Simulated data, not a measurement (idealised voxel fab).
voxel wiring stack: a process module
Section shown: cut. Width: 215 nm. Cell size: 5 nm, square.
Format of a cross-section: grid, square cells. Given as bands. Order: top down. Band: one or more rows of cells.
For a band, the entry starts with two heights in nm, that of the top and then that of the bottom, and carries on with the band's materials in order from left to right, each alongside its width in nm; the word "edge to edge" beside a single material means it fills the band edge to edge, and "blank" means empty space.
Height reference: 0 = level under which incoming wafer is all one material. Lowest band: no bottom, runs on downward, e.g. "0 down".
The notation "30->40" denotes a width that varies across the rows of cells in the band, beginning at the first number in the top row, finishing at the second number in the bottom row, and changing by an identical amount from each row to the next.
You'll sometimes find "no change occurred" written for a step, and that's the way of saying that nowhere in the cross-section did a cell change during that step.
Closed empty spaces (no open way to the top) of 8 cells or more are what "Voids, fully enclosed" lists, each as width x height at distance from the left edge, nm for all three.
Whatever follows a step's settings on its line is a remark the simulator itself makes about that step.
What "overlay nm" on a step's line means: if the step has a mask, that mask lay this far to the right of its planned place, or, when the value is negative, to the left.

-- The following list gives the planned process steps
1) RECEIVE | material Si
2) CONFORMAL_DEP | material SiO2 | thk nm 10
3) CONFORMAL_DEP | material SiN | thk nm 5
4) DIRECTIONAL_DEP | material SiO2 | thk nm 25
5) DIRECTIONAL_DEP | material aC | thk nm 15
6) PATTERN | tone open | mask id METAL_1 | material resist | width nm 30 | pitch nm 50 | thk nm 30 | overlay nm 0
7) DIRECTIONAL_ETCH | etch materials aC | depth nm 15
8) STRIP | etch materials resist
9) DIRECTIONAL_ETCH | etch materials SiO2 | depth nm 25
10) DIRECTIONAL_ETCH | etch materials SiN | depth nm 5
11) STRIP | etch materials aC
12) CONFORMAL_DEP | material TiN | thk nm 5
13) FILL_DEP | material Cu | thk nm 5
14) CMP | height nm 40
15) CONFORMAL_DEP | material SiCN | thk nm 5
16) DIRECTIONAL_DEP | material SiO2 | thk nm 35
17) DIRECTIONAL_DEP | material aC | thk nm 15
18) PATTERN | tone open | mask id METAL_2 | material resist | width nm 30 | pitch nm 50 | thk nm 35 | overlay nm 0
19) DIRECTIONAL_ETCH | etch materials aC | depth nm 15
20) STRIP | etch materials resist
21) DIRECTIONAL_ETCH | etch materials SiO2 | depth nm 20
22) STRIP | etch materials aC
23) MASKED_ETCH | tone open | mask id METAL_2_HOLES | width nm 15 | pitch nm 100 | etch materials SiO2 | depth nm 15 | overlay nm 0
24) MASKED_ETCH | tone open | mask id METAL_2_HOLES | width nm 15 | pitch nm 100 | etch materials SiCN | depth nm 5 | overlay nm 0
25) CONFORMAL_DEP | material TiN | thk nm 5
26) FILL_DEP | material Cu | thk nm 5
27) CMP | height nm 80
28) CONFORMAL_DEP | material SiCN | thk nm 5
29) DIRECTIONAL_DEP | material SiO2 | thk nm 15
30) MASKED_ETCH | tone open | mask id PLUG_2 | width nm 15 | pitch nm 50 | etch materials SiO2 | depth nm 15 | overlay nm 0
31) MASKED_ETCH | tone open | mask id PLUG_2 | width nm 15 | pitch nm 50 | etch materials SiCN | depth nm 5 | overlay nm 0
32) CONFORMAL_DEP | material TiN | thk nm 5
33) FILL_DEP | material Ru | thk nm 10
34) CMP | height nm 100
35) CONFORMAL_DEP | material SiCN | thk nm 5
36) DIRECTIONAL_DEP | material SiO2 | thk nm 20
37) DIRECTIONAL_DEP | material aC | thk nm 15
38) PATTERN | tone open | mask id METAL_3 | material resist | width nm 30 | pitch nm 50 | thk nm 35 | overlay nm 0
39) DIRECTIONAL_ETCH | etch materials aC | depth nm 15
40) STRIP | etch materials resist
41) DIRECTIONAL_ETCH | etch materials SiO2 | depth nm 20
42) DIRECTIONAL_ETCH | etch materials SiCN | depth nm 5
43) STRIP | etch materials aC
44) CONFORMAL_DEP | material TiN | thk nm 5
45) FILL_DEP | material Cu | thk nm 5
46) CMP | height nm 125
47) CONFORMAL_DEP | material SiCN | thk nm 5
48) DIRECTIONAL_DEP | material lowk | thk nm 10
49) PATTERN | tone open | mask id PLUG_3 | material resist | width nm 15 | pitch nm 50 | thk nm 15 | overlay nm 0
50) DIRECTIONAL_ETCH | etch materials lowk | depth nm 10
51) DIRECTIONAL_ETCH | etch materials SiCN | depth nm 5
52) STRIP | etch materials resist
53) CONFORMAL_DEP | material TiN | thk nm 5
54) FILL_DEP | material Ru | thk nm 10
55) CMP | height nm 140
56) DIRECTIONAL_DEP | material TiN | thk nm 5
57) DIRECTIONAL_DEP | material W | thk nm 20
58) DIRECTIONAL_DEP | material aC | thk nm 10
59) PATTERN | tone cover | mask id METAL_4 | material resist | width nm 30 | pitch nm 50 | thk nm 25 | overlay nm 0
60) DIRECTIONAL_ETCH | etch materials aC | depth nm 10
61) STRIP | etch materials resist
62) DIRECTIONAL_ETCH | etch materials W | depth nm 20
63) DIRECTIONAL_ETCH | etch materials TiN | depth nm 5
64) STRIP | etch materials aC
65) CONFORMAL_DEP | material SiCN | thk nm 5
66) FILL_DEP | material SiO2 | thk nm 10
67) CMP | height nm 165
68) CONFORMAL_DEP | material SiN | thk nm 5

-- Cross-sectional view of the wafer in its as-received condition, corresponding to the state after step 1
> 0 down  Si edge to edge
> Voids, fully enclosed: none

-- Final wafer profile in cross-section after the module, from the same start and plan as above, with one mistake made during processing
> 170 to 165  SiN edge to edge
> 165 to 145  SiO2 10, then SiCN 5, then W 30, then SiCN 5, then SiO2 10, then SiCN 5, then W 30, then SiCN 5, then SiO2 10, then SiCN 5, then W 30, then SiCN 5, then SiO2 10, then SiCN 5, then W 30, then SiCN 5, then SiO2 15
> 145 to 140  SiCN 15, then TiN 30, then SiCN 20, then TiN 30, then SiCN 20, then TiN 30, then SiCN 20, then TiN 30, then SiCN 20
> 140 to 130  lowk 15, then TiN 5, then Ru 5, then TiN 5, then lowk 35, then TiN 5, then Ru 5, then TiN 5, then lowk 35, then TiN 5, then Ru 5, then TiN 5, then lowk 35, then TiN 5, then Ru 5, then TiN 5, then lowk 35
> 130 to 125  SiCN 15, then TiN 15, then SiCN 35, then TiN 15, then SiCN 35, then TiN 15, then SiCN 35, then TiN 15, then SiCN 35
> 125 to 105  SiO2 15, then TiN 5, then Cu 20, then TiN 5, then SiO2 20, then TiN 5, then Cu 20, then TiN 5, then SiO2 20, then TiN 5, then Cu 20, then TiN 5, then SiO2 20, then TiN 5, then Cu 20, then TiN 5, then SiO2 20
> 105 to 100  SiCN 15, then TiN 30, then SiCN 20, then TiN 30, then SiCN 20, then TiN 30, then SiCN 20, then TiN 30, then SiCN 20
> 100 to 85  SiO2 15, then TiN 5, then Ru 5, then TiN 5, then SiO2 35, then TiN 5, then Ru 5, then TiN 5, then SiO2 35, then TiN 5, then Ru 5, then TiN 5, then SiO2 35, then TiN 5, then Ru 5, then TiN 5, then SiO2 35
> 85 to 80  SiCN 15, then TiN 15, then SiCN 35, then TiN 15, then SiCN 35, then TiN 15, then SiCN 35, then TiN 15, then SiCN 35
> 80 to 65  SiO2 15, then TiN 5, then Cu 20, then TiN 5, then SiO2 20, then TiN 5, then Cu 20, then TiN 5, then SiO2 20, then TiN 5, then Cu 20, then TiN 5, then SiO2 20, then TiN 5, then Cu 20, then TiN 5, then SiO2 20
> 65 to 60  SiO2 15, then TiN 5, then Cu 5, then TiN 20, then SiO2 20, then TiN 30, then SiO2 20, then TiN 5, then Cu 5, then TiN 20, then SiO2 20, then TiN 30, then SiO2 20
> 60 to 45  SiO2 15, then TiN 5, then Cu 5, then TiN 5, then SiO2 85, then TiN 5, then Cu 5, then TiN 5, then SiO2 85
> 45 to 40  SiCN 15, then TiN 15, then SiCN 85, then TiN 15, then SiCN 85
> 40 to 15  SiO2 20, then TiN 5, then Cu 15, then TiN 5, then SiO2 25, then TiN 5, then Cu 15, then TiN 5, then SiO2 25, then TiN 5, then Cu 15, then TiN 5, then SiO2 25, then TiN 5, then Cu 15, then TiN 5, then SiO2 20
> 15 to 10  SiN 20, then TiN 25, then SiN 25, then TiN 25, then SiN 25, then TiN 25, then SiN 25, then TiN 25, then SiN 20
> 10 to 0  SiO2 edge to edge
> 0 down  Si edge to edge
> Voids, fully enclosed: none
Short version of what went wrong: step 6 was processed under conditions differing from the plan, specifically as PATTERN | tone open | mask id METAL_1 | material resist | width nm 25 | pitch nm 50 | thk nm 30 | overlay nm 0
